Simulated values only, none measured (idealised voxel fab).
The process module that follows is named voxel released beams.
Cross-sectional view cut (width: 140 nm; square cell size: 5 nm).
Each cross-section below is a grid of square cells, stated as bands in top-down order, with one or more rows of cells making up each band.
Quick guide to a band line: top height, bottom height (nm) up front; then every material left to right with its width in nm. Only one material and it's marked "throughout"? Then it fills the band edge to edge. And "empty" just means empty space.
Measure heights from 0. That's the level where, below it, the as-received wafer is all one material. The lowest band is bottomless and extends downward; write it as in "from 0 down".
When a width is written as two numbers, as in "30 to 40", the first number is the width in the top row of cells of the band and the second is the width in its bottom row, and the width changes by the same amount from each row to the next.
"no modification" -> step changed no cross-section cell.
"Enclosed void entries" specifies each empty space that is not open to the top and that occupies no fewer than 8 cells, using the form width x height at distance, the distance measured from the left edge and all three quantities in nm.
It should be noted that, on the line of a given step, the content following the step's settings is a remark produced by the simulator itself with respect to that step.
Regarding "overlay nm": on a step with a mask, it is the distance the mask lay to the right of its planned place; a negative value places it to the left.

**Set out below are the planned steps of the process**
1: op RECEIVE | material Si
2: op CONFORMAL_DEP | material Al2O3 | thk nm 5
3: op DIRECTIONAL_DEP | material SiO2 | thk nm 15
4: op PATTERN | tone open | mask id ANCHOR | material resist | width nm 30 | thk nm 15 | overlay nm 0
5: op DIRECTIONAL_ETCH | etch materials SiO2 | depth nm 15
6: op STRIP | etch materials resist
7: op CONFORMAL_DEP | material W | thk nm 10
8: op MASKED_ETCH | tone cover | mask id BEAM | width nm 85 | etch materials W | depth nm 10 | overlay nm 0
9: op STRIP | etch materials SiO2

**First wafer out of two, processed as planned**

**Incoming wafer in cross-section (state: after step 1)**
  from 0 down | Si throughout
  Enclosed void entries: none

**Once step 2 is through, the wafer looks like this in cross-section**
  from 5 to 0 | Al2O3 throughout
  No changes below 0.

**Once step 3 is through, the wafer looks like this in cross-section**
  from 20 to 5 | SiO2 throughout
  No changes below 5.

**Once step 4 is through, the wafer looks like this in cross-section**
  from 35 to 20 | resist=30; empty=30; resist=80
  No changes below 20.

**Once step 5 is through, the wafer looks like this in cross-section**
  from 35 to 20 | resist=30; empty=30; resist=80
  from 20 to 5 | SiO2=30; empty=30; SiO2=80
  No changes below 5.

**Once step 6 is through, the wafer looks like this in cross-section**
  from 20 to 5 | SiO2=30; empty=30; SiO2=80
  No changes below 5.

**Once step 7 is through, the wafer looks like this in cross-section**
  from 30 to 20 | W=40; empty=10; W=90
  from 20 to 15 | SiO2=30; W=10; empty=10; W=10; SiO2=80
  from 15 to 5 | SiO2=30; W=30; SiO2=80
  No changes below 5.

**Once step 8 is through, the wafer looks like this in cross-section**
  from 30 to 20 | empty=25; W=15; empty=10; W=60; empty=30
  No changes below 20.

**Once step 9 is through, the wafer looks like this in cross-section**
  from 30 to 20 | empty=25; W=15; empty=10; W=60; empty=30
  from 20 to 15 | empty=30; W=10; empty=10; W=10; empty=80
  from 15 to 5 | empty=30; W=30; empty=80
  No changes below 5.

**The Second Wafer: Common Origin and Plan, One Mistake in Execution, Identical to the First Through Step 4**

**Second wafer profile in section, at the moment step 5 of the plan was meant to be complete**
  from 35 to 20 | resist=30; empty=30; resist=80
  from 20 to 5 | SiO2=30; empty=30; SiO2=80
  No changes below 5.

**Second wafer profile in section, at the moment step 6 of the plan was meant to be complete**
  from 20 to 5 | SiO2=30; empty=30; SiO2=80
  No changes below 5.

**Second wafer profile in section, at the moment step 7 of the plan was meant to be complete**
  from 30 to 20 | W=40; empty=10; W=90
  from 20 to 15 | SiO2=30; W=10; empty=10; W=10; SiO2=80
  from 15 to 5 | SiO2=30; W=30; SiO2=80
  No changes below 5.

**Second wafer profile in section, at the moment step 8 of the plan was meant to be complete**
  from 30 to 20 | empty=25; W=15; empty=10; W=60; empty=30
  No changes below 20.

**Second wafer profile in section, at the moment step 9 of the plan was meant to be complete**
  from 30 to 20 | empty=25; W=15; empty=10; W=60; empty=30
  from 20 to 15 | empty=30; W=10; empty=10; W=10; empty=80
  from 15 to 5 | empty=30; W=30; empty=80
  No changes below 5.
Heads up, the wafer didn't run the way we planned it: the plan's step 5 ran twice
Result: same final cross-section on the two wafers, so no effect from the mistake in this model.
